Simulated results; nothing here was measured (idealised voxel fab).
process module | voxel capacitor over wiring
cross-section cut | 170 nm wide | cells 5 nm
A cross-section is a grid of square cells, given in bands from the top down. A band is one or more rows of cells.
Each band's line starts with the height of the band's top and of its bottom, in nm. Then come its materials from left to right, each with its width in nm. One material with "throughout" fills the band from edge to edge. "air" is empty space.
Height 0 is the level under which the wafer as received is all one material. The lowest band goes on downwards, as in "0 down".
A width such as "30 to 40" changes by the same amount from each row of cells to the next, from the band's top row to its bottom row.
"no change" after a step means that no cell of the cross-section changed.
closed voids: empty space of 8 cells or more with no open way to the top, each as width x height at its distance from the left edge, in nm
after a step's settings: what the simulator itself notes on the step
overlay nm, on a step with a mask: how far to the right of its planned place the mask lay; to the left if negative
plan
1 op RECEIVE | material Si
2 op CONFORMAL_DEP | material SiO2 | thk nm 10
3 op DIRECTIONAL_DEP | material TiN | thk nm 5
4 op DIRECTIONAL_DEP | material Ru | thk nm 15
5 op PATTERN | tone cover | mask id METAL_1 | material resist | width nm 25 | pitch nm 85 | thk nm 15 | overlay nm 0
6 op DIRECTIONAL_ETCH | etch materials Ru | depth nm 15
7 op DIRECTIONAL_ETCH | etch materials TiN | depth nm 5
8 op STRIP | etch materials resist
9 op FILL_DEP | material lowk | thk nm 10
10 op CMP | height nm 30
11 op CONFORMAL_DEP | material SiCN | thk nm 5
12 op DIRECTIONAL_DEP | material lowk | thk nm 10
13 op PATTERN | tone open | mask id PLUG_1 | material resist | width nm 15 | thk nm 15 | overlay nm 0
14 op DIRECTIONAL_ETCH | etch materials lowk | depth nm 10
15 op DIRECTIONAL_ETCH | etch materials SiCN | depth nm 5
16 op STRIP | etch materials resist
17 op EPI | material Ru | thk nm 10
18 op EPI | material Ru | thk nm 5
19 op DIRECTIONAL_DEP | material TiN | thk nm 10
20 op DIRECTIONAL_DEP | material Al2O3 | thk nm 5
21 op DIRECTIONAL_DEP | material TiN | thk nm 5
22 op MASKED_ETCH | tone cover | mask id UPPER_PLATE | width nm 65 | etch materials TiN | depth nm 5 | overlay nm 0
23 op MASKED_ETCH | tone cover | mask id UPPER_PLATE | width nm 65 | etch materials Al2O3 | depth nm 5 | overlay nm 0
24 op DIRECTIONAL_DEP | material aC | thk nm 15
25 op PATTERN | tone cover | mask id LOWER_PLATE | material resist | width nm 75 | thk nm 35 | overlay nm 0
26 op DIRECTIONAL_ETCH | etch materials aC | depth nm 15
27 op STRIP | etch materials resist
28 op DIRECTIONAL_ETCH | etch materials TiN | depth nm 10
29 op STRIP | etch materials aC
30 op FILL_DEP | material SiO2 | thk nm 20
31 op CMP | height nm 80
32 op DIRECTIONAL_DEP | material aC | thk nm 15
33 op PATTERN | tone open | mask id PLUG_2 | material resist | width nm 15 | thk nm 30 | overlay nm 0
34 op DIRECTIONAL_ETCH | etch materials aC | depth nm 15
35 op STRIP | etch materials resist
36 op DIRECTIONAL_ETCH | etch materials SiO2 | depth nm 15
37 op STRIP | etch materials aC
38 op CONFORMAL_DEP | material TiN | thk nm 5
39 op FILL_DEP | material Cu | thk nm 5
40 op CMP | height nm 80
41 op CONFORMAL_DEP | material SiN | thk nm 5
as received, after step 1
  0 down: Si throughout
  closed voids: none
first wafer at the end, as planned
  85 to 80: SiN throughout
  80 to 70: SiO2 50 | TiN 5 | Cu 5 | TiN 5 | SiO2 105
  70 to 60: SiO2 50 to 40 | TiN 15 to 65 | SiO2 105 to 65
  60 to 55: SiO2 40 | Al2O3 65 | SiO2 65
  55 to 45: SiO2 35 | TiN 75 | SiO2 60
  45 to 35: lowk 40 | Ru 15 | lowk 115
  35 to 30: SiCN 40 | Ru 15 | SiCN 115
  30 to 15: lowk 30 | Ru 25 | lowk 60 | Ru 25 | lowk 30
  15 to 10: lowk 30 | TiN 25 | lowk 60 | TiN 25 | lowk 30
  10 to 0: SiO2 throughout
  0 down: Si throughout
  closed voids: none
second wafer at the end: like start, like plan, one mistake
  85 to 80: SiN throughout
  80 to 70: SiO2 50 | TiN 5 | Cu 5 | TiN 5 | SiO2 105
  70 to 60: SiO2 50 to 40 | TiN 15 to 65 | SiO2 105 to 65
  60 to 55: SiO2 40 | Al2O3 65 | SiO2 65
  55 to 45: SiO2 35 | TiN 75 | SiO2 60
  45 to 35: lowk 40 | Ru 15 | lowk 115
  35 to 30: SiCN 40 | Ru 15 | SiCN 115
  30 to 15: lowk 25 | Ru 35 | lowk 50 | Ru 35 | lowk 25
  15 to 10: lowk 25 | TiN 35 | lowk 50 | TiN 35 | lowk 25
  10 to 0: SiO2 throughout
  0 down: Si throughout
  closed voids: none
what went wrong: step 5 ran as: op PATTERN | tone cover | mask id METAL_1 | material resist | width nm 35 | pitch nm 85 | thk nm 15 | overlay nm 0
at the end the second wafer has, in cells: 12 more of Ru | 4 more of TiN | 16 fewer of lowk
